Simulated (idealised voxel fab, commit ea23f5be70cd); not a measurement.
The following is a process module called voxel released beams.
Square cell edge 5 nm, section width 210 nm, ID cut.
The cross-sections in this document take the form of a grid made of square cells. They are written out as bands, in order from top to bottom. Each band consists of one or more rows of cells. Heights first: top, then bottom, in nm. Then materials, left to right, each with a width in nm. "everywhere" on a single material: fills the band edge to edge. "air": empty space. Note: height 0 marks the level under which the wafer is uniformly one material as received. Lowest band unbounded below, written "0 down". Read "30->40" as a graded width: first number on top, second number at the bottom, same change between each pair of neighbouring rows. A step reported as "remains unaltered" is a step in which no cell of the cross-section changed. Any empty space of 8 cells or more lacking an open way to the top shows up in "Sealed voids" as width x height at distance, distance from the left edge, in nm. Formally, on a step line, whatever follows the settings is a remark that the simulator itself makes on the step. "overlay nm" on a masked step: distance the mask lay right of its planned place, negative for left.

[Here's what the planned process steps look like]
- 1: RECEIVE (material Si)
- 2: CONFORMAL_DEP (material Al2O3; thk nm 10)
- 3: DIRECTIONAL_DEP (material SiO2; thk nm 15)
- 4: MASKED_ETCH (tone open; mask id ANCHOR; width nm 40; etch materials SiO2; depth nm 15; overlay nm 0)
- 5: CONFORMAL_DEP (material SiN; thk nm 15)
- 6: MASKED_ETCH (tone cover; mask id BEAM; width nm 125; etch materials SiN; depth nm 15; overlay nm 0)
- 7: STRIP (etch materials SiO2)

[First out of two wafers; run went to plan]

[This is the cross-section of the wafer as we received it, i.e. after step 1]
- 0 down | Si everywhere
- Sealed voids: none

[Cross-section of the wafer subsequent to step 2]
- 10 to 0 | Al2O3 everywhere
- Lower than 0, everything is as it was.

[Cross-section of the wafer subsequent to step 3]
- 25 to 10 | SiO2 everywhere
- Lower than 10, everything is as it was.

[Cross-section of the wafer subsequent to step 4]
- 25 to 10 | 45 nm SiO2 | 40 nm air | 125 nm SiO2
- Lower than 10, everything is as it was.

[Cross-section of the wafer subsequent to step 5]
- 40 to 25 | 60 nm SiN | 10 nm air | 140 nm SiN
- 25 to 10 | 45 nm SiO2 | 40 nm SiN | 125 nm SiO2
- Lower than 10, everything is as it was.

[Cross-section of the wafer subsequent to step 6]
- 40 to 25 | 40 nm air | 20 nm SiN | 10 nm air | 95 nm SiN | 45 nm air
- Lower than 25, everything is as it was.

[Cross-section of the wafer subsequent to step 7]
- 40 to 25 | 40 nm air | 20 nm SiN | 10 nm air | 95 nm SiN | 45 nm air
- 25 to 10 | 45 nm air | 40 nm SiN | 125 nm air
- Lower than 10, everything is as it was.

[Wafer two: like wafer one in start and plan, but with one mistake in execution; identical up to and including step 4]

[Cross-section of the second wafer at the time step 5 of the plan should have ended]
- 50 to 25 | SiN everywhere
- 25 to 10 | 45 nm SiO2 | 40 nm SiN | 125 nm SiO2
- Lower than 10, everything is as it was.

[Cross-section of the second wafer at the time step 6 of the plan should have ended]
- 50 to 35 | 40 nm air | 125 nm SiN | 45 nm air
- Lower than 35, everything is as it was.

Cross-section of the second wafer at the time step 7 of the plan should have ended: remains unaltered
Diagnosis: step 5 was processed under conditions differing from the plan, specifically as CONFORMAL_DEP (material SiN; thk nm 25)
In the final state, the cell counts of the second wafer exceed or fall short of those of the first for the following materials: 90 more of SiN | 102 more of SiO2
